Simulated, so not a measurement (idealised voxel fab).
Process module under the name voxel gate over fins
Section cut is 220 nm wide and gridded with 5 nm square cells.
Cross-sections here: square-cell grids, written as top-down lists of bands, a band being one or more rows of cells. Quick guide to a band line: top height, bottom height (nm) up front; then every material left to right with its width in nm. Only one material and it's marked "full width"? Then it fills the band edge to edge. And "blank" just means empty space. Zero point of the height axis is 0; under it, received wafer = one material. Lowest band: continues down indefinitely, "z 0 and below". The width entry "30->40" should be interpreted row by row: the top row of cells in the band takes the first number, the bottom row takes the second number, and the change between adjacent rows is uniform throughout. Any step labelled "no change" changed none of the cells in the cross-section. Basically, "Sealed-off cavities" tells you about the enclosed voids: empty spaces with no open way to the top, 8 cells or bigger, each written width x height at distance, where distance is from the left edge, all in nm. Step line, after settings: the simulator's comment on this step. You can add "overlay nm" to a step's line. For a step with a mask, it describes how far the mask lay to the right of its planned position, and a negative number describes a lay to the left.
[Steps in the process plan]
1) RECEIVE with material Si
2) CONFORMAL_DEP with material SiN, thk nm 10
3) PATTERN with tone cover, mask id FINS, material resist, width nm 15, pitch nm 55, thk nm 15, overlay nm 0
4) DIRECTIONAL_ETCH with etch materials SiN, depth nm 10
5) DIRECTIONAL_ETCH with etch materials Si, depth nm 30
6) STRIP with etch materials resist
7) FILL_DEP with material SiO2, thk nm 5
8) CMP with height nm 10
9) PATTERN with tone open, mask id RAIL, material resist, width nm 15, thk nm 20, overlay nm 0
10) DIRECTIONAL_ETCH with etch materials SiO2, depth nm 35
11) STRIP with etch materials resist
12) CONFORMAL_DEP with material TiN, thk nm 5
13) FILL_DEP with material W, thk nm 5
14) CMP with height nm 10
15) SELECTIVE_ETCH with etch materials W Ru TiN, depth nm 30
16) FILL_DEP with material SiO2, thk nm 5
17) CMP with height nm 10
18) SELECTIVE_ETCH with etch materials SiO2, depth nm 20
19) STRIP with etch materials SiN
20) CONFORMAL_DEP with material HfO2, thk nm 5
21) CONFORMAL_DEP with material TiN, thk nm 5
22) FILL_DEP with material W, thk nm 15
23) CMP with height nm 20
24) CONFORMAL_DEP with material SiCN, thk nm 10
[Cross-section, incoming material, after step 1]
    z 0 and below: Si full width
    Sealed-off cavities: none
[The first of two wafers, cross-sectioned at the end of the module, with the run proceeding as planned]
    z 30 to 20: SiCN full width
    z 20 to 10: W full width
    z 10 to 5: 35 nm W | 35 nm TiN | 20 nm W | 35 nm TiN | 20 nm W | 35 nm TiN | 40 nm W
    z 5 to 0: 35 nm W | 5 nm TiN | 25 nm HfO2 | 5 nm TiN | 20 nm W | 5 nm TiN | 25 nm HfO2 | 5 nm TiN | 20 nm W | 5 nm TiN | 25 nm HfO2 | 5 nm TiN | 40 nm W
    z 0 to -5: 40 nm TiN | 5 nm HfO2 | 15 nm Si | 5 nm HfO2 | 30 nm TiN | 5 nm HfO2 | 15 nm Si | 5 nm HfO2 | 30 nm TiN | 5 nm HfO2 | 15 nm Si | 5 nm HfO2 | 45 nm TiN
    z -5 to -10: 45 nm HfO2 | 15 nm Si | 40 nm HfO2 | 15 nm Si | 40 nm HfO2 | 15 nm Si | 50 nm HfO2
    z -10 to -20: 45 nm SiO2 | 15 nm Si | 40 nm SiO2 | 15 nm Si | 40 nm SiO2 | 15 nm Si | 50 nm SiO2
    z -20 to -25: 45 nm SiO2 | 15 nm Si | 10 nm SiO2 | 15 nm TiN | 15 nm SiO2 | 15 nm Si | 40 nm SiO2 | 15 nm Si | 50 nm SiO2
    z -25 to -30: 45 nm SiO2 | 15 nm Si | 40 nm SiO2 | 15 nm Si | 40 nm SiO2 | 15 nm Si | 50 nm SiO2
    z -30 and below: Si full width
    Sealed-off cavities: none
[Second wafer of the two, sectioned at the end of the module. It began like the first and followed the same plan, but one mistake was made while running it]
    z 30 to 20: SiCN full width
    z 20 to 10: W full width
    z 10 to 5: 35 nm W | 35 nm TiN | 20 nm W | 35 nm TiN | 20 nm W | 35 nm TiN | 40 nm W
    z 5 to 0: 35 nm W | 5 nm TiN | 25 nm HfO2 | 5 nm TiN | 20 nm W | 5 nm TiN | 25 nm HfO2 | 5 nm TiN | 20 nm W | 5 nm TiN | 25 nm HfO2 | 5 nm TiN | 40 nm W
    z 0 to -5: 40 nm TiN | 5 nm HfO2 | 15 nm Si | 5 nm HfO2 | 30 nm TiN | 5 nm HfO2 | 15 nm Si | 5 nm HfO2 | 30 nm TiN | 5 nm HfO2 | 15 nm Si | 5 nm HfO2 | 45 nm TiN
    z -5 to -10: 45 nm HfO2 | 15 nm Si | 40 nm HfO2 | 15 nm Si | 40 nm HfO2 | 15 nm Si | 50 nm HfO2
    z -10 to -20: 45 nm SiO2 | 15 nm Si | 40 nm SiO2 | 15 nm Si | 40 nm SiO2 | 15 nm Si | 50 nm SiO2
    z -20 to -25: 45 nm TiN | 15 nm Si | 10 nm TiN | 15 nm SiO2 | 15 nm TiN | 15 nm Si | 40 nm TiN | 15 nm Si | 50 nm TiN
    z -25 to -30: 45 nm SiO2 | 15 nm Si | 40 nm SiO2 | 15 nm Si | 40 nm SiO2 | 15 nm Si | 50 nm SiO2
    z -30 and below: Si full width
    Sealed-off cavities: none
The plan and the run diverged here: step 9, actual vs plan mismatch, actual run PATTERN with tone cover, mask id RAIL, material resist, width nm 15, thk nm 20, overlay nm 0
Counted in cells at the end, the second wafer holds more or fewer of these materials than the first: -29 SiO2, +29 TiN
